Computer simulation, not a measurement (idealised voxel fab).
This section sets out a process module, namely voxel ribs on slabs.
Cross-section cut: width 190 nm, square cells of 5 nm.
For the purposes of this document, a cross-section shall be understood as a grid of square cells, specified as bands listed in top-to-bottom order, each band consisting of one or more rows of cells.
Basically the band line says how high the top is and how high the bottom is, in nm, and then what's in it from left to right, every material with its width in nm. Empty space shows up as "empty", and if a single material carries "all across" it runs the full band edge to edge.
A quick word on heights: they are counted from 0, and under that level the wafer as it came to us is one material throughout. The lowest band is different from the rest in having no bottom; it simply continues downward, written as in "0 and below".
Per-row width for "30 to 40": begins at first number (top row of band), ends at second number (bottom row), increment between rows held constant.
"nothing altered" means the step left every cell of the cross-section as it was.
For the entry "Closed void list", the listed items are empty spaces with no open way to the top whose size is 8 cells or more; each item follows the pattern width x height at distance, where distance is from the left edge and all three are in nm.
Heads up: the bit after the settings on a step's line is the simulator's remark on that step.
On any step carrying a mask, the "overlay nm" setting, if present on the step's line, tells how far right of its planned place the mask lay; negative values point to the left.

Planned step list for the process
1: RECEIVE, material Si
2: DIRECTIONAL_DEP, material SiO2, thk nm 20
3: DIRECTIONAL_DEP, material SiN, thk nm 15
4: DIRECTIONAL_DEP, material aC, thk nm 10
5: PATTERN, tone cover, mask id RIB, material resist, width nm 20, thk nm 25, overlay nm 0
6: DIRECTIONAL_ETCH, etch materials aC, depth nm 10
7: STRIP, etch materials resist
8: DIRECTIONAL_ETCH, etch materials SiN, depth nm 10
9: STRIP, etch materials aC
10: MASKED_ETCH, tone cover, mask id SLAB, width nm 50, etch materials SiN, depth nm 5, overlay nm 0
11: FILL_DEP, material SiO2, thk nm 20
12: CMP, height nm 45
13: DIRECTIONAL_DEP, material TiN, thk nm 5
14: MASKED_ETCH, tone cover, mask id HEATER, width nm 30, etch materials TiN, depth nm 5, overlay nm 0
15: CONFORMAL_DEP, material SiO2, thk nm 5

As-received wafer cross-section (after step 1)
- 0 and below  Si all across
- Closed void list: none

Cross-sectional image of the first of two wafers at the end of the module, the run having proceeded as planned
- 55 down to 50  empty 75 nm  SiO2 40 nm  empty 75 nm
- 50 down to 45  SiO2 80 nm  TiN 30 nm  SiO2 80 nm
- 45 down to 35  SiO2 all across
- 35 down to 25  SiO2 85 nm  SiN 20 nm  SiO2 85 nm
- 25 down to 20  SiO2 70 nm  SiN 50 nm  SiO2 70 nm
- 20 down to 0  SiO2 all across
- 0 and below  Si all across
- Closed void list: none

Cross-sectional image of the second wafer of the two following completion of the module. Starting state and process plan were the same as for the first wafer; one execution error occurred
- 50 down to 45  empty 80 nm  TiN 30 nm  empty 80 nm
- 45 down to 35  SiO2 all across
- 35 down to 25  SiO2 85 nm  SiN 20 nm  SiO2 85 nm
- 25 down to 20  SiO2 70 nm  SiN 50 nm  SiO2 70 nm
- 20 down to 0  SiO2 all across
- 0 and below  Si all across
- Closed void list: none
What was the processing mistake? the plan's step 15 went unexecuted, having been skipped
The closing comparison, in cells, has the second wafer with more or fewer of some materials than the first: -40 SiO2
